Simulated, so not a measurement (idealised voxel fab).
Herein follows the process module entitled voxel released beams.
Square cell edge 5 nm, section width 185 nm, ID cut.
Square cells in a grid make up a cross-section in this document, and the grid is given as bands, listed from the top down, each one or more rows of cells.
What a band's entry tells you: where the top is and where the bottom is, as heights in nm, and after that what lies inside, material by material from left to right, each with its width in nm. Empty space is written as the word "blank", and a single material marked with the word "everywhere" occupies the band from edge to edge.
Heights are measured from 0, the level below which the as-received wafer is all one material; the lowest band has no bottom and continues downward, written as in "0..down".
When a width is written as two numbers, as in "30->40", the first number is the width in the top row of cells of the band and the second is the width in its bottom row, and the width changes by the same amount from each row to the next.
"nothing different", as given for a step, is the statement that not any cell of the cross-section underwent a change during that step.
So "Closed void inventory" is basically the list of trapped voids: any empty space of 8 cells or more that can't reach the top through an opening. They're written width x height at distance, the distance being from the left edge, and it's all nm.
On each step's line, the part that comes after the settings is the simulator's own comment on the step.
overlay nm: right-of-plan distance of the mask on a masked step; negative values mean left-of-plan.

Below is the list of planned process steps:
1) op RECEIVE | material Si
2) op CONFORMAL_DEP | material SiN | thk nm 5
3) op DIRECTIONAL_DEP | material SiO2 | thk nm 20
4) op MASKED_ETCH | tone open | mask id ANCHOR | width nm 35 | etch materials SiO2 | depth nm 20 | overlay nm 0
5) op CONFORMAL_DEP | material W | thk nm 10
6) op PATTERN | tone cover | mask id BEAM | material resist | width nm 105 | thk nm 20 | overlay nm 0
7) op DIRECTIONAL_ETCH | etch materials W | depth nm 10
8) op STRIP | etch materials resist
9) op STRIP | etch materials SiO2

So this is the incoming wafer in cross-section - it's already been through step 1:
0..down  Si everywhere
Closed void inventory: none

Post-module cross-section: identical start and plan to those above, one misstep in execution:
35..25  blank: 35; W: 105; blank: 45
25..20  SiN everywhere
20..0  SiO2 everywhere
0..down  Si everywhere
Closed void inventory: none
What was the processing mistake? mixed up steps 2 and 3 - ran each in the other's place
